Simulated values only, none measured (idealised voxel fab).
Process module, titled voxel self aligned contacts
Cross-sectional view cut (width: 265 nm; square cell size: 5 nm).
In what follows, cross-sections appear as grids of square cells, described through bands that run from the top down, where every band is one or more rows of cells. What a band's entry tells you: where the top is and where the bottom is, as heights in nm, and after that what lies inside, material by material from left to right, each with its width in nm. Empty space is written as the word "air", and a single material marked with the word "throughout" occupies the band from edge to edge. Where do heights start? At 0: under that level the wafer as delivered is made of one material only. And the lowest band has no floor; it just carries on downward, as in "from 0 down". Quick explanation for "30 to 40": the width changes in equal steps down the rows of cells, from the first number in the band's top row to the second number in its bottom row. "nothing got changed" after a step means that no cell of the cross-section changed. You'll see "Closed cavities" listing empty spaces that have no way open to the top, as long as they're 8 cells or more; the notation is width x height at distance, where the distance is from the left edge, and all of it is in nm. Read whatever lies past the settings on a step's line as the simulator's own remark about the step. overlay nm, on a step with a mask: how far to the right of its planned place the mask lay; to the left if negative.
**plan**
1. RECEIVE | material Si
2. OXIDIZE | depth nm 5
3. DIRECTIONAL_DEP | material polySi | thk nm 30
4. DIRECTIONAL_DEP | material SiN | thk nm 20
5. PATTERN | tone cover | mask id GATE | material resist | width nm 30 | pitch nm 65 | thk nm 20 | overlay nm 0
6. DIRECTIONAL_ETCH | etch materials SiN | depth nm 20
7. DIRECTIONAL_ETCH | etch materials polySi | depth nm 30
8. STRIP | etch materials resist
9. CONFORMAL_DEP | material SiN | thk nm 10
10. DIRECTIONAL_ETCH | etch materials SiN | depth nm 10
11. FILL_DEP | material SiO2 | thk nm 15
12. CMP | height nm 55
13. DIRECTIONAL_DEP | material aC | thk nm 15
14. PATTERN | tone open | mask id CONTACT | material resist | width nm 45 | thk nm 30 | overlay nm -15
15. DIRECTIONAL_ETCH | etch materials aC | depth nm 15
16. STRIP | etch materials resist
17. DIRECTIONAL_ETCH | etch materials SiO2 | depth nm 60
18. STRIP | etch materials aC
19. CONFORMAL_DEP | material TiN | thk nm 5
20. FILL_DEP | material Ru | thk nm 10
21. CMP | height nm 55
22. CONFORMAL_DEP | material SiN | thk nm 5
For clarity, it should be stated that the wafers under discussion commence in an identical condition and differ with respect to the overlay nm of step 14, the plan indicating the value that the first wafer had.
**First of several wafers, received after step 1, in cross-section**
from 0 down  Si throughout
Closed cavities: none
**Here's the first of several wafers in cross-section, end of the module, after the last step, step 22**
from 60 to 55  SiN throughout
from 55 to 50  SiO2 95 nm | TiN 35 nm | Ru 5 nm | TiN 5 nm | SiO2 125 nm
from 50 to 30  SiO2 75 nm | SiN 50 nm | TiN 5 nm | Ru 5 nm | TiN 5 nm | SiN 50 nm | SiO2 75 nm
from 30 to 0  SiO2 75 nm | SiN 10 nm | polySi 30 nm | SiN 10 nm | TiN 5 nm | Ru 5 nm | TiN 5 nm | SiN 10 nm | polySi 30 nm | SiN 10 nm | SiO2 75 nm
from 0 to -5  SiO2 125 nm | TiN 15 nm | SiO2 125 nm
from -5 down  Si throughout
Closed cavities: none
**Wafer cross-section (last wafer, module end)**
from 60 to 55  SiN throughout
from 55 to 50  SiO2 125 nm | TiN 5 nm | Ru 5 nm | TiN 35 nm | SiO2 95 nm
from 50 to 30  SiO2 75 nm | SiN 50 nm | TiN 5 nm | Ru 5 nm | TiN 5 nm | SiN 50 nm | SiO2 75 nm
from 30 to 0  SiO2 75 nm | SiN 10 nm | polySi 30 nm | SiN 10 nm | TiN 5 nm | Ru 5 nm | TiN 5 nm | SiN 10 nm | polySi 30 nm | SiN 10 nm | SiO2 75 nm
from 0 to -5  SiO2 125 nm | TiN 15 nm | SiO2 125 nm
from -5 down  Si throughout
Closed cavities: none
**The table below has one row for each wafer; a row shows, as of the end of the module, how many cells of each material the wafer has gained, marked (+), or lost, marked (-), since it was received, and then the wafer's closed voids**
overlay nm -15 | +11 Ru | -53 Si | +181 SiN | +394 SiO2 | +31 TiN | +72 polySi | Closed cavities: none
overlay nm -10 | +11 Ru | -53 Si | +181 SiN | +394 SiO2 | +31 TiN | +72 polySi | Closed cavities: none
overlay nm -5 | +11 Ru | -53 Si | +181 SiN | +394 SiO2 | +31 TiN | +72 polySi | Closed cavities: none
overlay nm 0 | +11 Ru | -53 Si | +181 SiN | +394 SiO2 | +31 TiN | +72 polySi | Closed cavities: none
overlay nm 5 | +11 Ru | -53 Si | +181 SiN | +394 SiO2 | +31 TiN | +72 polySi | Closed cavities: none
overlay nm 10 | +11 Ru | -53 Si | +181 SiN | +394 SiO2 | +31 TiN | +72 polySi | Closed cavities: none
overlay nm 15 | +11 Ru | -53 Si | +181 SiN | +394 SiO2 | +31 TiN | +72 polySi | Closed cavities: none
